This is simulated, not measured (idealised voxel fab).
process module | voxel wiring stack
cross-section cut | 165 nm wide | cells 5 nm
A cross-section is a grid of square cells, given in bands from the top down. A band is one or more rows of cells.
Each band's line starts with the height of the band's top and of its bottom, in nm. Then come its materials from left to right, each with its width in nm. One material with "throughout" fills the band from edge to edge. "air" is empty space.
Height 0 is the level under which the wafer as received is all one material. The lowest band goes on downwards, as in "0 down".
A width such as "30 to 40" changes by the same amount from each row of cells to the next, from the band's top row to its bottom row.
"no change" after a step means that no cell of the cross-section changed.
closed voids: empty space of 8 cells or more with no open way to the top, each as width x height at its distance from the left edge, in nm
after a step's settings: what the simulator itself notes on the step
overlay nm, on a step with a mask: how far to the right of its planned place the mask lay; to the left if negative
Each pair below shows a cross-section before one step and the cross-section after it, down to the lowest band that changed. The line under each pair gives the step between them, with its settings. The pairs can come from different runs of this module on the same starting wafer, so a pair continues from the pair above only where its "before" says so.
before
  0 down: Si throughout
  closed voids: none
after
  10 to 0: SiO2 throughout
  below 0: unchanged
  closed voids: none
the step between: op CONFORMAL_DEP | material SiO2 | thk nm 10
before: the cross-section after the pair above
after
  15 to 10: SiCN throughout
  below 10: unchanged
  closed voids: none
the step between: op CONFORMAL_DEP | material SiCN | thk nm 5
before: the cross-section after the pair above
after
  40 to 15: lowk throughout
  below 15: unchanged
  closed voids: none
the step between: op DIRECTIONAL_DEP | material lowk | thk nm 25
before: the cross-section after the pair above
after
  60 to 40: resist 50 | air 20 | resist 25 | air 20 | resist 50
  below 40: unchanged
  closed voids: none
the step between: op PATTERN | tone open | mask id METAL_1 | material resist | width nm 20 | pitch nm 45 | thk nm 20 | overlay nm 0
before: the cross-section after the pair above
after
  60 to 40: resist 50 | air 20 | resist 25 | air 20 | resist 50
  40 to 15: lowk 50 | air 20 | lowk 25 | air 20 | lowk 50
  below 15: unchanged
  closed voids: none
the step between: op DIRECTIONAL_ETCH | etch materials lowk | depth nm 25
before: the cross-section after the pair above
after
  60 to 40: resist 50 | air 20 | resist 25 | air 20 | resist 50
  40 to 15: lowk 50 | air 20 | lowk 25 | air 20 | lowk 50
  15 to 10: SiCN 50 | air 20 | SiCN 25 | air 20 | SiCN 50
  below 10: unchanged
  closed voids: none
the step between: op DIRECTIONAL_ETCH | etch materials SiCN | depth nm 5
before: the cross-section after the pair above
after
  40 to 15: lowk 50 | air 20 | lowk 25 | air 20 | lowk 50
  below 15: unchanged
  closed voids: none
the step between: op STRIP | etch materials resist
before: the cross-section after the pair above
after
  45 to 40: TiN 55 | air 10 | TiN 35 | air 10 | TiN 55
  40 to 15: lowk 50 | TiN 5 | air 10 | TiN 5 | lowk 25 | TiN 5 | air 10 | TiN 5 | lowk 50
  15 to 10: SiCN 50 | TiN 20 | SiCN 25 | TiN 20 | SiCN 50
  below 10: unchanged
  closed voids: none
the step between: op CONFORMAL_DEP | material TiN | thk nm 5
before: the cross-section after the pair above
after
  50 to 45: Ru throughout
  45 to 40: TiN 55 | Ru 10 | TiN 35 | Ru 10 | TiN 55
  40 to 15: lowk 50 | TiN 5 | Ru 10 | TiN 5 | lowk 25 | TiN 5 | Ru 10 | TiN 5 | lowk 50
  below 15: unchanged
  closed voids: none
the step between: op FILL_DEP | material Ru | thk nm 5
before: the cross-section after the pair above
after
  40 to 15: lowk 50 | TiN 5 | Ru 10 | TiN 5 | lowk 25 | TiN 5 | Ru 10 | TiN 5 | lowk 50
  below 15: unchanged
  closed voids: none
the step between: op CMP | height nm 40
before: the cross-section after the pair above
after
  45 to 40: air 45 | Ru 30 | air 15 | Ru 30 | air 45
  below 40: unchanged
  closed voids: none
the step between: op EPI | material Ru | thk nm 5
before: the cross-section after the pair above
after
  50 to 45: SiCN throughout
  45 to 40: SiCN 45 | Ru 30 | SiCN 15 | Ru 30 | SiCN 45
  below 40: unchanged
  closed voids: none
the step between: op FILL_DEP | material SiCN | thk nm 5
before: the cross-section after the pair above
after
  85 to 50: SiO2 throughout
  below 50: unchanged
  closed voids: none
the step between: op DIRECTIONAL_DEP | material SiO2 | thk nm 35
before: the cross-section after the pair above
after
  85 to 50: SiO2 50 | air 15 | SiO2 30 | air 15 | SiO2 55
  below 50: unchanged
  closed voids: none
the step between: op MASKED_ETCH | tone open | mask id METAL_2_HOLES | width nm 15 | pitch nm 45 | etch materials SiO2 | depth nm 35 | overlay nm 0
before: the cross-section after the pair above
after
  85 to 65: SiO2 50 | air 20 | SiO2 25 | air 20 | SiO2 50
  below 65: unchanged
  closed voids: none
the step between: op MASKED_ETCH | tone open | mask id METAL_2 | width nm 20 | pitch nm 45 | etch materials SiO2 | depth nm 20 | overlay nm 0
before: the cross-section after the pair above
after
  85 to 65: SiO2 50 | air 20 | SiO2 25 | air 20 | SiO2 50
  65 to 50: SiO2 50 | air 15 | SiO2 30 | air 15 | SiO2 55
  50 to 45: SiCN 50 | air 15 | SiCN 30 | air 15 | SiCN 55
  below 45: unchanged
  closed voids: none
the step between: op MASKED_ETCH | tone open | mask id METAL_2 | width nm 20 | pitch nm 45 | etch materials SiCN | depth nm 5 | overlay nm 0
before: the cross-section after the pair above
after
  90 to 85: TiN 55 | air 10 | TiN 35 | air 10 | TiN 55
  85 to 70: SiO2 50 | TiN 5 | air 10 | TiN 5 | SiO2 25 | TiN 5 | air 10 | TiN 5 | SiO2 50
  70 to 65: SiO2 50 | TiN 5 | air 5 | TiN 10 | SiO2 25 | TiN 5 | air 5 | TiN 10 | SiO2 50
  65 to 50: SiO2 50 | TiN 5 | air 5 | TiN 5 | SiO2 30 | TiN 5 | air 5 | TiN 5 | SiO2 55
  50 to 45: SiCN 50 | TiN 15 | SiCN 30 | TiN 15 | SiCN 55
  below 45: unchanged
  closed voids: none
the step between: op CONFORMAL_DEP | material TiN | thk nm 5
before: the cross-section after the pair above
after
  100 to 90: Cu throughout
  90 to 85: TiN 55 | Cu 10 | TiN 35 | Cu 10 | TiN 55
  85 to 70: SiO2 50 | TiN 5 | Cu 10 | TiN 5 | SiO2 25 | TiN 5 | Cu 10 | TiN 5 | SiO2 50
  70 to 65: SiO2 50 | TiN 5 | Cu 5 | TiN 10 | SiO2 25 | TiN 5 | Cu 5 | TiN 10 | SiO2 50
  65 to 50: SiO2 50 | TiN 5 | Cu 5 | TiN 5 | SiO2 30 | TiN 5 | Cu 5 | TiN 5 | SiO2 55
  below 50: unchanged
  closed voids: none
the step between: op FILL_DEP | material Cu | thk nm 10
before: the cross-section after the pair above
after
  85 to 70: SiO2 50 | TiN 5 | Cu 10 | TiN 5 | SiO2 25 | TiN 5 | Cu 10 | TiN 5 | SiO2 50
  below 70: unchanged
  closed voids: none
the step between: op CMP | height nm 85
before: the cross-section after the pair above
after
  90 to 85: SiN throughout
  below 85: unchanged
  closed voids: none
the step between: op CONFORMAL_DEP | material SiN | thk nm 5
before
  10 to 0: SiO2 throughout
  0 down: Si throughout
  closed voids: none
after
  35 to 10: lowk throughout
  below 10: unchanged
  closed voids: none
the step between: op DIRECTIONAL_DEP | material lowk | thk nm 25
before: the cross-section after the pair above
after
  55 to 35: resist 50 | air 20 | resist 25 | air 20 | resist 50
  below 35: unchanged
  closed voids: none
the step between: op PATTERN | tone open | mask id METAL_1 | material resist | width nm 20 | pitch nm 45 | thk nm 20 | overlay nm 0
before: the cross-section after the pair above
after
  55 to 35: resist 50 | air 20 | resist 25 | air 20 | resist 50
  35 to 10: lowk 50 | air 20 | lowk 25 | air 20 | lowk 50
  below 10: unchanged
  closed voids: none
the step between: op DIRECTIONAL_ETCH | etch materials lowk | depth nm 25
before: the cross-section after the pair above
after
  35 to 10: lowk 50 | air 20 | lowk 25 | air 20 | lowk 50
  below 10: unchanged
  closed voids: none
the step between: op STRIP | etch materials resist
before: the cross-section after the pair above
after
  40 to 35: TiN 55 | air 10 | TiN 35 | air 10 | TiN 55
  35 to 15: lowk 50 | TiN 5 | air 10 | TiN 5 | lowk 25 | TiN 5 | air 10 | TiN 5 | lowk 50
  15 to 10: lowk 50 | TiN 20 | lowk 25 | TiN 20 | lowk 50
  below 10: unchanged
  closed voids: none
the step between: op CONFORMAL_DEP | material TiN | thk nm 5
before: the cross-section after the pair above
after
  45 to 40: Ru throughout
  40 to 35: TiN 55 | Ru 10 | TiN 35 | Ru 10 | TiN 55
  35 to 15: lowk 50 | TiN 5 | Ru 10 | TiN 5 | lowk 25 | TiN 5 | Ru 10 | TiN 5 | lowk 50
  below 15: unchanged
  closed voids: none
the step between: op FILL_DEP | material Ru | thk nm 5
before: the cross-section after the pair above
after
  40 to 35: TiN 55 | Ru 10 | TiN 35 | Ru 10 | TiN 55
  below 35: unchanged
  closed voids: none
the step between: op CMP | height nm 40
before: the cross-section after the pair above
after
  45 to 40: Ru throughout
  below 40: unchanged
  closed voids: none
the step between: op EPI | material Ru | thk nm 5
before: the cross-section after the pair above
after
  50 to 45: SiCN throughout
  below 45: unchanged
  closed voids: none
the step between: op FILL_DEP | material SiCN | thk nm 5
before: the cross-section after the pair above
after
  85 to 50: SiO2 throughout
  below 50: unchanged
  closed voids: none
the step between: op DIRECTIONAL_DEP | material SiO2 | thk nm 35
before: the cross-section after the pair above
after
  85 to 50: SiO2 50 | air 15 | SiO2 30 | air 15 | SiO2 55
  below 50: unchanged
  closed voids: none
the step between: op MASKED_ETCH | tone open | mask id METAL_2_HOLES | width nm 15 | pitch nm 45 | etch materials SiO2 | depth nm 35 | overlay nm 0
before: the cross-section after the pair above
after
  85 to 65: SiO2 50 | air 20 | SiO2 25 | air 20 | SiO2 50
  below 65: unchanged
  closed voids: none
the step between: op MASKED_ETCH | tone open | mask id METAL_2 | width nm 20 | pitch nm 45 | etch materials SiO2 | depth nm 20 | overlay nm 0
before: the cross-section after the pair above
after
  85 to 65: SiO2 50 | air 20 | SiO2 25 | air 20 | SiO2 50
  65 to 50: SiO2 50 | air 15 | SiO2 30 | air 15 | SiO2 55
  50 to 45: SiCN 50 | air 15 | SiCN 30 | air 15 | SiCN 55
  below 45: unchanged
  closed voids: none
the step between: op MASKED_ETCH | tone open | mask id METAL_2 | width nm 20 | pitch nm 45 | etch materials SiCN | depth nm 5 | overlay nm 0
before: the cross-section after the pair above
after
  90 to 85: TiN 55 | air 10 | TiN 35 | air 10 | TiN 55
  85 to 70: SiO2 50 | TiN 5 | air 10 | TiN 5 | SiO2 25 | TiN 5 | air 10 | TiN 5 | SiO2 50
  70 to 65: SiO2 50 | TiN 5 | air 5 | TiN 10 | SiO2 25 | TiN 5 | air 5 | TiN 10 | SiO2 50
  65 to 50: SiO2 50 | TiN 5 | air 5 | TiN 5 | SiO2 30 | TiN 5 | air 5 | TiN 5 | SiO2 55
  50 to 45: SiCN 50 | TiN 15 | SiCN 30 | TiN 15 | SiCN 55
  below 45: unchanged
  closed voids: none
the step between: op CONFORMAL_DEP | material TiN | thk nm 5
before: the cross-section after the pair above
after
  100 to 90: Cu throughout
  90 to 85: TiN 55 | Cu 10 | TiN 35 | Cu 10 | TiN 55
  85 to 70: SiO2 50 | TiN 5 | Cu 10 | TiN 5 | SiO2 25 | TiN 5 | Cu 10 | TiN 5 | SiO2 50
  70 to 65: SiO2 50 | TiN 5 | Cu 5 | TiN 10 | SiO2 25 | TiN 5 | Cu 5 | TiN 10 | SiO2 50
  65 to 50: SiO2 50 | TiN 5 | Cu 5 | TiN 5 | SiO2 30 | TiN 5 | Cu 5 | TiN 5 | SiO2 55
  below 50: unchanged
  closed voids: none
the step between: op FILL_DEP | material Cu | thk nm 10
before: the cross-section after the pair above
after
  85 to 70: SiO2 50 | TiN 5 | Cu 10 | TiN 5 | SiO2 25 | TiN 5 | Cu 10 | TiN 5 | SiO2 50
  below 70: unchanged
  closed voids: none
the step between: op CMP | height nm 85
before: the cross-section after the pair above
after
  90 to 85: SiN throughout
  below 85: unchanged
  closed voids: none
the step between: op CONFORMAL_DEP | material SiN | thk nm 5
before
  85 to 50: SiO2 throughout
  50 to 45: SiCN throughout
  45 to 40: SiCN 45 | Ru 30 | SiCN 15 | Ru 30 | SiCN 45
  40 to 15: lowk 50 | TiN 5 | Ru 10 | TiN 5 | lowk 25 | TiN 5 | Ru 10 | TiN 5 | lowk 50
  15 to 10: SiCN 50 | TiN 20 | SiCN 25 | TiN 20 | SiCN 50
  10 to 0: SiO2 throughout
  0 down: Si throughout
  closed voids: none
after
  120 to 50: SiO2 throughout
  below 50: unchanged
  closed voids: none
the step between: op DIRECTIONAL_DEP | material SiO2 | thk nm 35
before: the cross-section after the pair above
after
  120 to 85: SiO2 50 | air 15 | SiO2 30 | air 15 | SiO2 55
  below 85: unchanged
  closed voids: none
the step between: op MASKED_ETCH | tone open | mask id METAL_2_HOLES | width nm 15 | pitch nm 45 | etch materials SiO2 | depth nm 35 | overlay nm 0
before: the cross-section after the pair above
after
  120 to 100: SiO2 50 | air 20 | SiO2 25 | air 20 | SiO2 50
  100 to 65: SiO2 50 | air 15 | SiO2 30 | air 15 | SiO2 55
  below 65: unchanged
  closed voids: none
the step between: op MASKED_ETCH | tone open | mask id METAL_2 | width nm 20 | pitch nm 45 | etch materials SiO2 | depth nm 20 | overlay nm 0
before: the cross-section after the pair above
after
  125 to 120: TiN 55 | air 10 | TiN 35 | air 10 | TiN 55
  120 to 105: SiO2 50 | TiN 5 | air 10 | TiN 5 | SiO2 25 | TiN 5 | air 10 | TiN 5 | SiO2 50
  105 to 100: SiO2 50 | TiN 5 | air 5 | TiN 10 | SiO2 25 | TiN 5 | air 5 | TiN 10 | SiO2 50
  100 to 70: SiO2 50 | TiN 5 | air 5 | TiN 5 | SiO2 30 | TiN 5 | air 5 | TiN 5 | SiO2 55
  70 to 65: SiO2 50 | TiN 15 | SiO2 30 | TiN 15 | SiO2 55
  below 65: unchanged
  closed voids: none
the step between: op CONFORMAL_DEP | material TiN | thk nm 5
before: the cross-section after the pair above
after
  135 to 125: Cu throughout
  125 to 120: TiN 55 | Cu 10 | TiN 35 | Cu 10 | TiN 55
  120 to 105: SiO2 50 | TiN 5 | Cu 10 | TiN 5 | SiO2 25 | TiN 5 | Cu 10 | TiN 5 | SiO2 50
  105 to 100: SiO2 50 | TiN 5 | Cu 5 | TiN 10 | SiO2 25 | TiN 5 | Cu 5 | TiN 10 | SiO2 50
  100 to 70: SiO2 50 | TiN 5 | Cu 5 | TiN 5 | SiO2 30 | TiN 5 | Cu 5 | TiN 5 | SiO2 55
  below 70: unchanged
  closed voids: none
the step between: op FILL_DEP | material Cu | thk nm 10
before: the cross-section after the pair above
after
  85 to 70: SiO2 50 | TiN 5 | Cu 5 | TiN 5 | SiO2 30 | TiN 5 | Cu 5 | TiN 5 | SiO2 55
  below 70: unchanged
  closed voids: none
the step between: op CMP | height nm 85
before: the cross-section after the pair above
after
  90 to 85: SiN throughout
  below 85: unchanged
  closed voids: none
the step between: op CONFORMAL_DEP | material SiN | thk nm 5
before
  0 down: Si throughout
  closed voids: none
after
  5 to 0: SiCN throughout
  below 0: unchanged
  closed voids: none
the step between: op CONFORMAL_DEP | material SiCN | thk nm 5
before: the cross-section after the pair above
after
  15 to 5: SiO2 throughout
  below 5: unchanged
  closed voids: none
the step between: op CONFORMAL_DEP | material SiO2 | thk nm 10
before: the cross-section after the pair above
after
  40 to 15: lowk throughout
  below 15: unchanged
  closed voids: none
the step between: op DIRECTIONAL_DEP | material lowk | thk nm 25
before: the cross-section after the pair above
after
  60 to 40: resist 50 | air 20 | resist 25 | air 20 | resist 50
  below 40: unchanged
  closed voids: none
the step between: op PATTERN | tone open | mask id METAL_1 | material resist | width nm 20 | pitch nm 45 | thk nm 20 | overlay nm 0
before: the cross-section after the pair above
after
  60 to 40: resist 50 | air 20 | resist 25 | air 20 | resist 50
  40 to 15: lowk 50 | air 20 | lowk 25 | air 20 | lowk 50
  below 15: unchanged
  closed voids: none
the step between: op DIRECTIONAL_ETCH | etch materials lowk | depth nm 25
before: the cross-section after the pair above
after
  40 to 15: lowk 50 | air 20 | lowk 25 | air 20 | lowk 50
  below 15: unchanged
  closed voids: none
the step between: op STRIP | etch materials resist
before: the cross-section after the pair above
after
  45 to 40: TiN 55 | air 10 | TiN 35 | air 10 | TiN 55
  40 to 20: lowk 50 | TiN 5 | air 10 | TiN 5 | lowk 25 | TiN 5 | air 10 | TiN 5 | lowk 50
  20 to 15: lowk 50 | TiN 20 | lowk 25 | TiN 20 | lowk 50
  below 15: unchanged
  closed voids: none
the step between: op CONFORMAL_DEP | material TiN | thk nm 5
before: the cross-section after the pair above
after
  50 to 45: Ru throughout
  45 to 40: TiN 55 | Ru 10 | TiN 35 | Ru 10 | TiN 55
  40 to 20: lowk 50 | TiN 5 | Ru 10 | TiN 5 | lowk 25 | TiN 5 | Ru 10 | TiN 5 | lowk 50
  below 20: unchanged
  closed voids: none
the step between: op FILL_DEP | material Ru | thk nm 5
before: the cross-section after the pair above
after
  40 to 20: lowk 50 | TiN 5 | Ru 10 | TiN 5 | lowk 25 | TiN 5 | Ru 10 | TiN 5 | lowk 50
  below 20: unchanged
  closed voids: none
the step between: op CMP | height nm 40
before: the cross-section after the pair above
after
  45 to 40: air 45 | Ru 30 | air 15 | Ru 30 | air 45
  below 40: unchanged
  closed voids: none
the step between: op EPI | material Ru | thk nm 5
before: the cross-section after the pair above
after
  50 to 45: SiCN throughout
  45 to 40: SiCN 45 | Ru 30 | SiCN 15 | Ru 30 | SiCN 45
  below 40: unchanged
  closed voids: none
the step between: op FILL_DEP | material SiCN | thk nm 5
before: the cross-section after the pair above
after
  85 to 50: SiO2 throughout
  below 50: unchanged
  closed voids: none
the step between: op DIRECTIONAL_DEP | material SiO2 | thk nm 35
before: the cross-section after the pair above
after
  85 to 50: SiO2 50 | air 15 | SiO2 30 | air 15 | SiO2 55
  below 50: unchanged
  closed voids: none
the step between: op MASKED_ETCH | tone open | mask id METAL_2_HOLES | width nm 15 | pitch nm 45 | etch materials SiO2 | depth nm 35 | overlay nm 0
before: the cross-section after the pair above
after
  85 to 65: SiO2 50 | air 20 | SiO2 25 | air 20 | SiO2 50
  below 65: unchanged
  closed voids: none
the step between: op MASKED_ETCH | tone open | mask id METAL_2 | width nm 20 | pitch nm 45 | etch materials SiO2 | depth nm 20 | overlay nm 0
before: the cross-section after the pair above
after
  85 to 65: SiO2 50 | air 20 | SiO2 25 | air 20 | SiO2 50
  65 to 50: SiO2 50 | air 15 | SiO2 30 | air 15 | SiO2 55
  50 to 45: SiCN 50 | air 15 | SiCN 30 | air 15 | SiCN 55
  below 45: unchanged
  closed voids: none
the step between: op MASKED_ETCH | tone open | mask id METAL_2 | width nm 20 | pitch nm 45 | etch materials SiCN | depth nm 5 | overlay nm 0
before: the cross-section after the pair above
after
  90 to 85: TiN 55 | air 10 | TiN 35 | air 10 | TiN 55
  85 to 70: SiO2 50 | TiN 5 | air 10 | TiN 5 | SiO2 25 | TiN 5 | air 10 | TiN 5 | SiO2 50
  70 to 65: SiO2 50 | TiN 5 | air 5 | TiN 10 | SiO2 25 | TiN 5 | air 5 | TiN 10 | SiO2 50
  65 to 50: SiO2 50 | TiN 5 | air 5 | TiN 5 | SiO2 30 | TiN 5 | air 5 | TiN 5 | SiO2 55
  50 to 45: SiCN 50 | TiN 15 | SiCN 30 | TiN 15 | SiCN 55
  below 45: unchanged
  closed voids: none
the step between: op CONFORMAL_DEP | material TiN | thk nm 5
before: the cross-section after the pair above
after
  100 to 90: Cu throughout
  90 to 85: TiN 55 | Cu 10 | TiN 35 | Cu 10 | TiN 55
  85 to 70: SiO2 50 | TiN 5 | Cu 10 | TiN 5 | SiO2 25 | TiN 5 | Cu 10 | TiN 5 | SiO2 50
  70 to 65: SiO2 50 | TiN 5 | Cu 5 | TiN 10 | SiO2 25 | TiN 5 | Cu 5 | TiN 10 | SiO2 50
  65 to 50: SiO2 50 | TiN 5 | Cu 5 | TiN 5 | SiO2 30 | TiN 5 | Cu 5 | TiN 5 | SiO2 55
  below 50: unchanged
  closed voids: none
the step between: op FILL_DEP | material Cu | thk nm 10
before: the cross-section after the pair above
after
  85 to 70: SiO2 50 | TiN 5 | Cu 10 | TiN 5 | SiO2 25 | TiN 5 | Cu 10 | TiN 5 | SiO2 50
  below 70: unchanged
  closed voids: none
the step between: op CMP | height nm 85
before: the cross-section after the pair above
after
  90 to 85: SiN throughout
  below 85: unchanged
  closed voids: none
the step between: op CONFORMAL_DEP | material SiN | thk nm 5
before
  85 to 70: SiO2 50 | TiN 5 | Cu 10 | TiN 5 | SiO2 25 | TiN 5 | Cu 10 | TiN 5 | SiO2 50
  70 to 65: SiO2 50 | TiN 5 | Cu 5 | TiN 10 | SiO2 25 | TiN 5 | Cu 5 | TiN 10 | SiO2 50
  65 to 50: SiO2 50 | TiN 5 | Cu 5 | TiN 5 | SiO2 30 | TiN 5 | Cu 5 | TiN 5 | SiO2 55
  50 to 45: SiCN 50 | TiN 15 | SiCN 30 | TiN 15 | SiCN 55
  45 to 40: SiCN 45 | Ru 30 | SiCN 15 | Ru 30 | SiCN 45
  40 to 15: lowk 50 | TiN 5 | Ru 10 | TiN 5 | lowk 25 | TiN 5 | Ru 10 | TiN 5 | lowk 50
  15 to 10: SiCN 50 | TiN 20 | SiCN 25 | TiN 20 | SiCN 50
  10 to 0: SiO2 throughout
  0 down: Si throughout
  closed voids: none
after
  100 to 85: SiN throughout
  below 85: unchanged
  closed voids: none
the step between: op CONFORMAL_DEP | material SiN | thk nm 15
before
  85 to 50: SiO2 50 | air 15 | SiO2 30 | air 15 | SiO2 55
  50 to 45: SiCN throughout
  45 to 40: SiCN 45 | Ru 30 | SiCN 15 | Ru 30 | SiCN 45
  40 to 15: lowk 50 | TiN 5 | Ru 10 | TiN 5 | lowk 25 | TiN 5 | Ru 10 | TiN 5 | lowk 50
  15 to 10: SiCN 50 | TiN 20 | SiCN 25 | TiN 20 | SiCN 50
  10 to 0: SiO2 throughout
  0 down: Si throughout
  closed voids: none
after
  85 to 65: SiO2 45 | air 30 | SiO2 15 | air 30 | SiO2 45
  below 65: unchanged
  closed voids: none
the step between: op MASKED_ETCH | tone open | mask id METAL_2 | width nm 30 | pitch nm 45 | etch materials SiO2 | depth nm 20 | overlay nm 0
before: the cross-section after the pair above
after
  85 to 65: SiO2 45 | air 30 | SiO2 15 | air 30 | SiO2 45
  65 to 50: SiO2 50 | air 15 | SiO2 30 | air 15 | SiO2 55
  50 to 45: SiCN 50 | air 15 | SiCN 30 | air 15 | SiCN 55
  below 45: unchanged
  closed voids: none
the step between: op MASKED_ETCH | tone open | mask id METAL_2 | width nm 20 | pitch nm 45 | etch materials SiCN | depth nm 5 | overlay nm 0
before: the cross-section after the pair above
after
  90 to 85: TiN 50 | air 20 | TiN 25 | air 20 | TiN 50
  85 to 70: SiO2 45 | TiN 5 | air 20 | TiN 5 | SiO2 15 | TiN 5 | air 20 | TiN 5 | SiO2 45
  70 to 65: SiO2 45 | TiN 10 | air 5 | TiN 15 | SiO2 15 | TiN 10 | air 5 | TiN 15 | SiO2 45
  65 to 50: SiO2 50 | TiN 5 | air 5 | TiN 5 | SiO2 30 | TiN 5 | air 5 | TiN 5 | SiO2 55
  50 to 45: SiCN 50 | TiN 15 | SiCN 30 | TiN 15 | SiCN 55
  below 45: unchanged
  closed voids: none
the step between: op CONFORMAL_DEP | material TiN | thk nm 5
before: the cross-section after the pair above
after
  100 to 90: Cu throughout
  90 to 85: TiN 50 | Cu 20 | TiN 25 | Cu 20 | TiN 50
  85 to 70: SiO2 45 | TiN 5 | Cu 20 | TiN 5 | SiO2 15 | TiN 5 | Cu 20 | TiN 5 | SiO2 45
  70 to 65: SiO2 45 | TiN 10 | Cu 5 | TiN 15 | SiO2 15 | TiN 10 | Cu 5 | TiN 15 | SiO2 45
  65 to 50: SiO2 50 | TiN 5 | Cu 5 | TiN 5 | SiO2 30 | TiN 5 | Cu 5 | TiN 5 | SiO2 55
  below 50: unchanged
  closed voids: none
the step between: op FILL_DEP | material Cu | thk nm 10
before: the cross-section after the pair above
after
  85 to 70: SiO2 45 | TiN 5 | Cu 20 | TiN 5 | SiO2 15 | TiN 5 | Cu 20 | TiN 5 | SiO2 45
  below 70: unchanged
  closed voids: none
the step between: op CMP | height nm 85
before: the cross-section after the pair above
after
  90 to 85: SiN throughout
  below 85: unchanged
  closed voids: none
the step between: op CONFORMAL_DEP | material SiN | thk nm 5
before
  85 to 50: SiO2 throughout
  50 to 45: SiCN throughout
  45 to 40: SiCN 45 | Ru 30 | SiCN 15 | Ru 30 | SiCN 45
  40 to 15: lowk 50 | TiN 5 | Ru 10 | TiN 5 | lowk 25 | TiN 5 | Ru 10 | TiN 5 | lowk 50
  15 to 10: SiCN 50 | TiN 20 | SiCN 25 | TiN 20 | SiCN 50
  10 to 0: SiO2 throughout
  0 down: Si throughout
  closed voids: none
after
  85 to 50: SiO2 55 | air 15 | SiO2 30 | air 15 | SiO2 50
  below 50: unchanged
  closed voids: none
the step between: op MASKED_ETCH | tone open | mask id METAL_2_HOLES | width nm 15 | pitch nm 45 | etch materials SiO2 | depth nm 35 | overlay nm 5
before: the cross-section after the pair above
after
  85 to 65: SiO2 50 | air 20 | SiO2 25 | air 20 | SiO2 50
  below 65: unchanged
  closed voids: none
the step between: op MASKED_ETCH | tone open | mask id METAL_2 | width nm 20 | pitch nm 45 | etch materials SiO2 | depth nm 20 | overlay nm 0
before: the cross-section after the pair above
after
  85 to 65: SiO2 50 | air 20 | SiO2 25 | air 20 | SiO2 50
  65 to 50: SiO2 55 | air 15 | SiO2 30 | air 15 | SiO2 50
  50 to 45: SiCN 55 | air 15 | SiCN 30 | air 15 | SiCN 50
  below 45: unchanged
  closed voids: none
the step between: op MASKED_ETCH | tone open | mask id METAL_2 | width nm 20 | pitch nm 45 | etch materials SiCN | depth nm 5 | overlay nm 0
before: the cross-section after the pair above
after
  90 to 85: TiN 55 | air 10 | TiN 35 | air 10 | TiN 55
  85 to 70: SiO2 50 | TiN 5 | air 10 | TiN 5 | SiO2 25 | TiN 5 | air 10 | TiN 5 | SiO2 50
  70 to 65: SiO2 50 | TiN 10 | air 5 | TiN 5 | SiO2 25 | TiN 10 | air 5 | TiN 5 | SiO2 50
  65 to 50: SiO2 55 | TiN 5 | air 5 | TiN 5 | SiO2 30 | TiN 5 | air 5 | TiN 5 | SiO2 50
  50 to 45: SiCN 55 | TiN 15 | SiCN 30 | TiN 15 | SiCN 50
  below 45: unchanged
  closed voids: none
the step between: op CONFORMAL_DEP | material TiN | thk nm 5
before: the cross-section after the pair above
after
  100 to 90: Cu throughout
  90 to 85: TiN 55 | Cu 10 | TiN 35 | Cu 10 | TiN 55
  85 to 70: SiO2 50 | TiN 5 | Cu 10 | TiN 5 | SiO2 25 | TiN 5 | Cu 10 | TiN 5 | SiO2 50
  70 to 65: SiO2 50 | TiN 10 | Cu 5 | TiN 5 | SiO2 25 | TiN 10 | Cu 5 | TiN 5 | SiO2 50
  65 to 50: SiO2 55 | TiN 5 | Cu 5 | TiN 5 | SiO2 30 | TiN 5 | Cu 5 | TiN 5 | SiO2 50
  below 50: unchanged
  closed voids: none
the step between: op FILL_DEP | material Cu | thk nm 10
before: the cross-section after the pair above
after
  85 to 70: SiO2 50 | TiN 5 | Cu 10 | TiN 5 | SiO2 25 | TiN 5 | Cu 10 | TiN 5 | SiO2 50
  below 70: unchanged
  closed voids: none
the step between: op CMP | height nm 85
before: the cross-section after the pair above
after
  90 to 85: SiN throughout
  below 85: unchanged
  closed voids: none
the step between: op CONFORMAL_DEP | material SiN | thk nm 5
before
  85 to 65: SiO2 50 | air 20 | SiO2 25 | air 20 | SiO2 50
  65 to 50: SiO2 50 | air 15 | SiO2 30 | air 15 | SiO2 55
  50 to 45: SiCN 50 | air 15 | SiCN 30 | air 15 | SiCN 55
  45 to 40: SiCN 45 | Ru 30 | SiCN 15 | Ru 30 | SiCN 45
  40 to 15: lowk 50 | TiN 5 | Ru 10 | TiN 5 | lowk 25 | TiN 5 | Ru 10 | TiN 5 | lowk 50
  15 to 10: SiCN 50 | TiN 20 | SiCN 25 | TiN 20 | SiCN 50
  10 to 0: SiO2 throughout
  0 down: Si throughout
  closed voids: none
after
  90 to 85: lowk 55 | air 10 | lowk 35 | air 10 | lowk 55
  85 to 70: SiO2 50 | lowk 5 | air 10 | lowk 5 | SiO2 25 | lowk 5 | air 10 | lowk 5 | SiO2 50
  70 to 65: SiO2 50 | lowk 5 | air 5 | lowk 10 | SiO2 25 | lowk 5 | air 5 | lowk 10 | SiO2 50
  65 to 50: SiO2 50 | lowk 5 | air 5 | lowk 5 | SiO2 30 | lowk 5 | air 5 | lowk 5 | SiO2 55
  50 to 45: SiCN 50 | lowk 15 | SiCN 30 | lowk 15 | SiCN 55
  below 45: unchanged
  closed voids: none
the step between: op CONFORMAL_DEP | material lowk | thk nm 5
before: the cross-section after the pair above
after
  100 to 90: Cu throughout
  90 to 85: lowk 55 | Cu 10 | lowk 35 | Cu 10 | lowk 55
  85 to 70: SiO2 50 | lowk 5 | Cu 10 | lowk 5 | SiO2 25 | lowk 5 | Cu 10 | lowk 5 | SiO2 50
  70 to 65: SiO2 50 | lowk 5 | Cu 5 | lowk 10 | SiO2 25 | lowk 5 | Cu 5 | lowk 10 | SiO2 50
  65 to 50: SiO2 50 | lowk 5 | Cu 5 | lowk 5 | SiO2 30 | lowk 5 | Cu 5 | lowk 5 | SiO2 55
  below 50: unchanged
  closed voids: none
the step between: op FILL_DEP | material Cu | thk nm 10
before: the cross-section after the pair above
after
  85 to 70: SiO2 50 | lowk 5 | Cu 10 | lowk 5 | SiO2 25 | lowk 5 | Cu 10 | lowk 5 | SiO2 50
  below 70: unchanged
  closed voids: none
the step between: op CMP | height nm 85
before: the cross-section after the pair above
after
  90 to 85: SiN throughout
  below 85: unchanged
  closed voids: none
the step between: op CONFORMAL_DEP | material SiN | thk nm 5
before
  40 to 15: lowk throughout
  15 to 10: SiCN throughout
  10 to 0: SiO2 throughout
  0 down: Si throughout
  closed voids: none
after
  60 to 40: air 50 | resist 20 | air 25 | resist 20 | air 50
  below 40: unchanged
  closed voids: none
the step between: op PATTERN | tone cover | mask id METAL_1 | material resist | width nm 20 | pitch nm 45 | thk nm 20 | overlay nm 0
